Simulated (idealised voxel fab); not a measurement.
Documented hereafter: the process module known as voxel wiring stack.
Displayed cross-section: cut, width of 300 nm, square cells sized 5 nm.
How to read a cross-section here: the picture is a grid of square cells, written as bands going from the top down, and any band can span one or more rows of cells.
The band entry comprises the height of the band's top followed by the height of its bottom, expressed in nm, and subsequently the band's materials from left to right, each stated together with its width in nm. Where a single material is marked with the word "throughout", that material fills the band from edge to edge. The word "air" represents empty space.
We count height from 0. Below that, the starting wafer is all one material. The lowest band never ends at the bottom but goes on down; see "top 0, no bottom" for how that is written.
When a width is written as two numbers, as in "30 to 40", the first number is the width in the top row of cells of the band and the second is the width in its bottom row, and the width changes by the same amount from each row to the next.
For the purposes of this document, the phrase "remained unchanged" attached to a step denotes that no cell within the cross-section was modified by that step.
Heads up: "Unvented internal voids" only lists the empty pockets with no open path to the top that are 8 cells or more, and it writes them as width x height at distance, distance from the left edge, in nm.
What comes after the settings on a step's line is commentary from the simulator itself on that step.
A step's line can hold "overlay nm"; with a mask on that step, the setting says how far right of the planned place the mask lay, while a negative setting says it lay to the left.
### Process steps foreseen in the plan
1. RECEIVE, material Si
2. CONFORMAL_DEP, material SiO2, thk nm 10
3. DIRECTIONAL_DEP, material TiN, thk nm 5
4. DIRECTIONAL_DEP, material Ru, thk nm 15
5. PATTERN, tone cover, mask id METAL_1, material resist, width nm 20, pitch nm 40, thk nm 15, overlay nm 0
6. DIRECTIONAL_ETCH, etch materials Ru, depth nm 15
7. DIRECTIONAL_ETCH, etch materials TiN, depth nm 5
8. STRIP, etch materials resist
9. CONFORMAL_DEP, material SiCN, thk nm 5
10. FILL_DEP, material SiO2, thk nm 5
11. CMP, height nm 30
12. CONFORMAL_DEP, material SiCN, thk nm 5
13. DIRECTIONAL_DEP, material SiO2, thk nm 15
14. DIRECTIONAL_DEP, material aC, thk nm 15
15. PATTERN, tone open, mask id PLUG_1, material resist, width nm 15, pitch nm 40, thk nm 30, overlay nm 0
16. DIRECTIONAL_ETCH, etch materials aC, depth nm 15
17. STRIP, etch materials resist
18. DIRECTIONAL_ETCH, etch materials SiO2, depth nm 15
19. DIRECTIONAL_ETCH, etch materials SiCN, depth nm 5
20. STRIP, etch materials aC
21. CONFORMAL_DEP, material TiN, thk nm 5
22. FILL_DEP, material Cu, thk nm 5
23. CMP, height nm 50
24. CONFORMAL_DEP, material SiN, thk nm 5
25. DIRECTIONAL_DEP, material lowk, thk nm 20
26. DIRECTIONAL_DEP, material aC, thk nm 15
27. PATTERN, tone open, mask id METAL_2, material resist, width nm 20, pitch nm 40, thk nm 30, overlay nm 0
28. DIRECTIONAL_ETCH, etch materials aC, depth nm 15
29. STRIP, etch materials resist
30. DIRECTIONAL_ETCH, etch materials lowk, depth nm 20
31. DIRECTIONAL_ETCH, etch materials SiN, depth nm 5
32. STRIP, etch materials aC
33. CONFORMAL_DEP, material TiN, thk nm 5
34. FILL_DEP, material Cu, thk nm 5
35. CMP, height nm 75
36. CONFORMAL_DEP, material SiCN, thk nm 5
37. DIRECTIONAL_DEP, material lowk, thk nm 30
38. PATTERN, tone open, mask id METAL_3_HOLES, material resist, width nm 15, thk nm 20, overlay nm 0
39. DIRECTIONAL_ETCH, etch materials lowk, depth nm 30
40. STRIP, etch materials resist
41. MASKED_ETCH, tone open, mask id METAL_3, width nm 20, pitch nm 40, etch materials lowk, depth nm 15, overlay nm 0
42. MASKED_ETCH, tone open, mask id METAL_3, width nm 20, pitch nm 40, etch materials SiCN, depth nm 5, overlay nm 0
43. CONFORMAL_DEP, material TiN, thk nm 5
44. FILL_DEP, material Ru, thk nm 5
45. CMP, height nm 110
46. CONFORMAL_DEP, material SiN, thk nm 5
### First of two wafers - as planned
### Incoming wafer in cross-section (state: after step 1)
	top 0, no bottom = Si throughout
	Unvented internal voids: none
### Cross-section of the wafer subsequent to step 2
	top 10, bottom 0 = SiO2 throughout
	Anything lower than 0 is untouched.
### Cross-section of the wafer subsequent to step 3
	top 15, bottom 10 = TiN throughout
	Anything lower than 10 is untouched.
### Cross-section of the wafer subsequent to step 4
	top 30, bottom 15 = Ru throughout
	Anything lower than 15 is untouched.
### Cross-section of the wafer subsequent to step 5
	top 45, bottom 30 = 120 nm air / 20 nm resist / 20 nm air / 20 nm resist / 120 nm air
	Anything lower than 30 is untouched.
### Cross-section of the wafer subsequent to step 6
	top 45, bottom 30 = 120 nm air / 20 nm resist / 20 nm air / 20 nm resist / 120 nm air
	top 30, bottom 15 = 120 nm air / 20 nm Ru / 20 nm air / 20 nm Ru / 120 nm air
	Anything lower than 15 is untouched.
### Cross-section of the wafer subsequent to step 7
	top 45, bottom 30 = 120 nm air / 20 nm resist / 20 nm air / 20 nm resist / 120 nm air
	top 30, bottom 15 = 120 nm air / 20 nm Ru / 20 nm air / 20 nm Ru / 120 nm air
	top 15, bottom 10 = 120 nm air / 20 nm TiN / 20 nm air / 20 nm TiN / 120 nm air
	Anything lower than 10 is untouched.
### Cross-section of the wafer subsequent to step 8
	top 30, bottom 15 = 120 nm air / 20 nm Ru / 20 nm air / 20 nm Ru / 120 nm air
	Anything lower than 15 is untouched.
### Cross-section of the wafer subsequent to step 9
	top 35, bottom 30 = 115 nm air / 30 nm SiCN / 10 nm air / 30 nm SiCN / 115 nm air
	top 30, bottom 15 = 115 nm air / 5 nm SiCN / 20 nm Ru / 5 nm SiCN / 10 nm air / 5 nm SiCN / 20 nm Ru / 5 nm SiCN / 115 nm air
	top 15, bottom 10 = 120 nm SiCN / 20 nm TiN / 20 nm SiCN / 20 nm TiN / 120 nm SiCN
	Anything lower than 10 is untouched.
### Cross-section of the wafer subsequent to step 10
	top 40, bottom 35 = SiO2 throughout
	top 35, bottom 30 = 115 nm SiO2 / 30 nm SiCN / 10 nm SiO2 / 30 nm SiCN / 115 nm SiO2
	top 30, bottom 15 = 115 nm SiO2 / 5 nm SiCN / 20 nm Ru / 5 nm SiCN / 10 nm SiO2 / 5 nm SiCN / 20 nm Ru / 5 nm SiCN / 115 nm SiO2
	Anything lower than 15 is untouched.
### Cross-section of the wafer subsequent to step 11
	top 30, bottom 15 = 115 nm SiO2 / 5 nm SiCN / 20 nm Ru / 5 nm SiCN / 10 nm SiO2 / 5 nm SiCN / 20 nm Ru / 5 nm SiCN / 115 nm SiO2
	Anything lower than 15 is untouched.
### Cross-section of the wafer subsequent to step 12
	top 35, bottom 30 = SiCN throughout
	Anything lower than 30 is untouched.
### Cross-section of the wafer subsequent to step 13
	top 50, bottom 35 = SiO2 throughout
	Anything lower than 35 is untouched.
### Cross-section of the wafer subsequent to step 14
	top 65, bottom 50 = aC throughout
	Anything lower than 50 is untouched.
### Cross-section of the wafer subsequent to step 15
	top 95, bottom 65 = 120 nm resist / 15 nm air / 25 nm resist / 15 nm air / 125 nm resist
	Anything lower than 65 is untouched.
### Cross-section of the wafer subsequent to step 16
	top 80, bottom 65 = 120 nm resist / 15 nm air / 25 nm resist / 15 nm air / 125 nm resist
	top 65, bottom 50 = 120 nm aC / 15 nm air / 25 nm aC / 15 nm air / 125 nm aC
	Anything lower than 50 is untouched.
### Cross-section of the wafer subsequent to step 17
	top 65, bottom 50 = 120 nm aC / 15 nm air / 25 nm aC / 15 nm air / 125 nm aC
	Anything lower than 50 is untouched.
### Cross-section of the wafer subsequent to step 18
	top 65, bottom 50 = 120 nm aC / 15 nm air / 25 nm aC / 15 nm air / 125 nm aC
	top 50, bottom 35 = 120 nm SiO2 / 15 nm air / 25 nm SiO2 / 15 nm air / 125 nm SiO2
	Anything lower than 35 is untouched.
### Cross-section of the wafer subsequent to step 19
	top 65, bottom 50 = 120 nm aC / 15 nm air / 25 nm aC / 15 nm air / 125 nm aC
	top 50, bottom 35 = 120 nm SiO2 / 15 nm air / 25 nm SiO2 / 15 nm air / 125 nm SiO2
	top 35, bottom 30 = 120 nm SiCN / 15 nm air / 25 nm SiCN / 15 nm air / 125 nm SiCN
	Anything lower than 30 is untouched.
### Cross-section of the wafer subsequent to step 20
	top 50, bottom 35 = 120 nm SiO2 / 15 nm air / 25 nm SiO2 / 15 nm air / 125 nm SiO2
	Anything lower than 35 is untouched.
### Cross-section of the wafer subsequent to step 21
	top 55, bottom 50 = 125 nm TiN / 5 nm air / 35 nm TiN / 5 nm air / 130 nm TiN
	top 50, bottom 35 = 120 nm SiO2 / 5 nm TiN / 5 nm air / 5 nm TiN / 25 nm SiO2 / 5 nm TiN / 5 nm air / 5 nm TiN / 125 nm SiO2
	top 35, bottom 30 = 120 nm SiCN / 15 nm TiN / 25 nm SiCN / 15 nm TiN / 125 nm SiCN
	Anything lower than 30 is untouched.
### Cross-section of the wafer subsequent to step 22
	top 60, bottom 55 = Cu throughout
	top 55, bottom 50 = 125 nm TiN / 5 nm Cu / 35 nm TiN / 5 nm Cu / 130 nm TiN
	top 50, bottom 35 = 120 nm SiO2 / 5 nm TiN / 5 nm Cu / 5 nm TiN / 25 nm SiO2 / 5 nm TiN / 5 nm Cu / 5 nm TiN / 125 nm SiO2
	Anything lower than 35 is untouched.
### Cross-section of the wafer subsequent to step 23
	top 50, bottom 35 = 120 nm SiO2 / 5 nm TiN / 5 nm Cu / 5 nm TiN / 25 nm SiO2 / 5 nm TiN / 5 nm Cu / 5 nm TiN / 125 nm SiO2
	Anything lower than 35 is untouched.
### Cross-section of the wafer subsequent to step 24
	top 55, bottom 50 = SiN throughout
	Anything lower than 50 is untouched.
### Cross-section of the wafer subsequent to step 25
	top 75, bottom 55 = lowk throughout
	Anything lower than 55 is untouched.
### Cross-section of the wafer subsequent to step 26
	top 90, bottom 75 = aC throughout
	Anything lower than 75 is untouched.
### Cross-section of the wafer subsequent to step 27
	top 120, bottom 90 = 120 nm resist / 20 nm air / 20 nm resist / 20 nm air / 120 nm resist
	Anything lower than 90 is untouched.
### Cross-section of the wafer subsequent to step 28
	top 105, bottom 90 = 120 nm resist / 20 nm air / 20 nm resist / 20 nm air / 120 nm resist
	top 90, bottom 75 = 120 nm aC / 20 nm air / 20 nm aC / 20 nm air / 120 nm aC
	Anything lower than 75 is untouched.
### Cross-section of the wafer subsequent to step 29
	top 90, bottom 75 = 120 nm aC / 20 nm air / 20 nm aC / 20 nm air / 120 nm aC
	Anything lower than 75 is untouched.
### Cross-section of the wafer subsequent to step 30
	top 90, bottom 75 = 120 nm aC / 20 nm air / 20 nm aC / 20 nm air / 120 nm aC
	top 75, bottom 55 = 120 nm lowk / 20 nm air / 20 nm lowk / 20 nm air / 120 nm lowk
	Anything lower than 55 is untouched.
### Cross-section of the wafer subsequent to step 31
	top 90, bottom 75 = 120 nm aC / 20 nm air / 20 nm aC / 20 nm air / 120 nm aC
	top 75, bottom 55 = 120 nm lowk / 20 nm air / 20 nm lowk / 20 nm air / 120 nm lowk
	top 55, bottom 50 = 120 nm SiN / 20 nm air / 20 nm SiN / 20 nm air / 120 nm SiN
	Anything lower than 50 is untouched.
### Cross-section of the wafer subsequent to step 32
	top 75, bottom 55 = 120 nm lowk / 20 nm air / 20 nm lowk / 20 nm air / 120 nm lowk
	Anything lower than 55 is untouched.
### Cross-section of the wafer subsequent to step 33
	top 80, bottom 75 = 125 nm TiN / 10 nm air / 30 nm TiN / 10 nm air / 125 nm TiN
	top 75, bottom 55 = 120 nm lowk / 5 nm TiN / 10 nm air / 5 nm TiN / 20 nm lowk / 5 nm TiN / 10 nm air / 5 nm TiN / 120 nm lowk
	top 55, bottom 50 = 120 nm SiN / 20 nm TiN / 20 nm SiN / 20 nm TiN / 120 nm SiN
	Anything lower than 50 is untouched.
### Cross-section of the wafer subsequent to step 34
	top 85, bottom 80 = Cu throughout
	top 80, bottom 75 = 125 nm TiN / 10 nm Cu / 30 nm TiN / 10 nm Cu / 125 nm TiN
	top 75, bottom 55 = 120 nm lowk / 5 nm TiN / 10 nm Cu / 5 nm TiN / 20 nm lowk / 5 nm TiN / 10 nm Cu / 5 nm TiN / 120 nm lowk
	Anything lower than 55 is untouched.
### Cross-section of the wafer subsequent to step 35
	top 75, bottom 55 = 120 nm lowk / 5 nm TiN / 10 nm Cu / 5 nm TiN / 20 nm lowk / 5 nm TiN / 10 nm Cu / 5 nm TiN / 120 nm lowk
	Anything lower than 55 is untouched.
### Cross-section of the wafer subsequent to step 36
	top 80, bottom 75 = SiCN throughout
	Anything lower than 75 is untouched.
### Cross-section of the wafer subsequent to step 37
	top 110, bottom 80 = lowk throughout
	Anything lower than 80 is untouched.
### Cross-section of the wafer subsequent to step 38
	top 130, bottom 110 = 120 nm resist / 15 nm air / 165 nm resist
	Anything lower than 110 is untouched.
### Cross-section of the wafer subsequent to step 39
	top 130, bottom 110 = 120 nm resist / 15 nm air / 165 nm resist
	top 110, bottom 80 = 120 nm lowk / 15 nm air / 165 nm lowk
	Anything lower than 80 is untouched.
### Cross-section of the wafer subsequent to step 40
	top 110, bottom 80 = 120 nm lowk / 15 nm air / 165 nm lowk
	Anything lower than 80 is untouched.
### Cross-section of the wafer subsequent to step 41
	top 110, bottom 95 = 120 nm lowk / 20 nm air / 20 nm lowk / 20 nm air / 120 nm lowk
	Anything lower than 95 is untouched.
### Cross-section of the wafer subsequent to step 42
	top 110, bottom 95 = 120 nm lowk / 20 nm air / 20 nm lowk / 20 nm air / 120 nm lowk
	top 95, bottom 80 = 120 nm lowk / 15 nm air / 165 nm lowk
	top 80, bottom 75 = 120 nm SiCN / 15 nm air / 165 nm SiCN
	Anything lower than 75 is untouched.
### Cross-section of the wafer subsequent to step 43
	top 115, bottom 110 = 125 nm TiN / 10 nm air / 30 nm TiN / 10 nm air / 125 nm TiN
	top 110, bottom 100 = 120 nm lowk / 5 nm TiN / 10 nm air / 5 nm TiN / 20 nm lowk / 5 nm TiN / 10 nm air / 5 nm TiN / 120 nm lowk
	top 100, bottom 95 = 120 nm lowk / 5 nm TiN / 5 nm air / 10 nm TiN / 20 nm lowk / 20 nm TiN / 120 nm lowk
	top 95, bottom 80 = 120 nm lowk / 5 nm TiN / 5 nm air / 5 nm TiN / 165 nm lowk
	top 80, bottom 75 = 120 nm SiCN / 15 nm TiN / 165 nm SiCN
	Anything lower than 75 is untouched.
### Cross-section of the wafer subsequent to step 44
	top 120, bottom 115 = Ru throughout
	top 115, bottom 110 = 125 nm TiN / 10 nm Ru / 30 nm TiN / 10 nm Ru / 125 nm TiN
	top 110, bottom 100 = 120 nm lowk / 5 nm TiN / 10 nm Ru / 5 nm TiN / 20 nm lowk / 5 nm TiN / 10 nm Ru / 5 nm TiN / 120 nm lowk
	top 100, bottom 95 = 120 nm lowk / 5 nm TiN / 5 nm Ru / 10 nm TiN / 20 nm lowk / 20 nm TiN / 120 nm lowk
	top 95, bottom 80 = 120 nm lowk / 5 nm TiN / 5 nm Ru / 5 nm TiN / 165 nm lowk
	Anything lower than 80 is untouched.
### Cross-section of the wafer subsequent to step 45
	top 110, bottom 100 = 120 nm lowk / 5 nm TiN / 10 nm Ru / 5 nm TiN / 20 nm lowk / 5 nm TiN / 10 nm Ru / 5 nm TiN / 120 nm lowk
	Anything lower than 100 is untouched.
### Cross-section of the wafer subsequent to step 46
	top 115, bottom 110 = SiN throughout
	Anything lower than 110 is untouched.
### Now the other wafer: same start, same recipe, but we messed up one thing when running it. Up to and including step 40 it's the same as the first one
### Cross-sectional view of the second wafer at the intended end time of process step 41
	top 110, bottom 80 = 120 nm lowk / 20 nm air / 20 nm lowk / 20 nm air / 120 nm lowk
	Anything lower than 80 is untouched.
### Cross-sectional view of the second wafer at the intended end time of process step 42
	top 110, bottom 80 = 120 nm lowk / 20 nm air / 20 nm lowk / 20 nm air / 120 nm lowk
	top 80, bottom 75 = 120 nm SiCN / 20 nm air / 20 nm SiCN / 20 nm air / 120 nm SiCN
	Anything lower than 75 is untouched.
### Cross-sectional view of the second wafer at the intended end time of process step 43
	top 115, bottom 110 = 125 nm TiN / 10 nm air / 30 nm TiN / 10 nm air / 125 nm TiN
	top 110, bottom 80 = 120 nm lowk / 5 nm TiN / 10 nm air / 5 nm TiN / 20 nm lowk / 5 nm TiN / 10 nm air / 5 nm TiN / 120 nm lowk
	top 80, bottom 75 = 120 nm SiCN / 20 nm TiN / 20 nm SiCN / 20 nm TiN / 120 nm SiCN
	Anything lower than 75 is untouched.
### Cross-sectional view of the second wafer at the intended end time of process step 44
	top 120, bottom 115 = Ru throughout
	top 115, bottom 110 = 125 nm TiN / 10 nm Ru / 30 nm TiN / 10 nm Ru / 125 nm TiN
	top 110, bottom 80 = 120 nm lowk / 5 nm TiN / 10 nm Ru / 5 nm TiN / 20 nm lowk / 5 nm TiN / 10 nm Ru / 5 nm TiN / 120 nm lowk
	Anything lower than 80 is untouched.
### Cross-sectional view of the second wafer at the intended end time of process step 45
	top 110, bottom 80 = 120 nm lowk / 5 nm TiN / 10 nm Ru / 5 nm TiN / 20 nm lowk / 5 nm TiN / 10 nm Ru / 5 nm TiN / 120 nm lowk
	Anything lower than 80 is untouched.
### Cross-sectional view of the second wafer at the intended end time of process step 46
	top 115, bottom 110 = SiN throughout
	Anything lower than 110 is untouched.
In executing the process, a mistake was made relative to the plan: plan step 41 ran twice
It is noted that, at the conclusion of processing, the second wafer exhibits a higher or lower cell count for certain materials relative to the first: Ru +12; SiCN -5; TiN +8; lowk -15
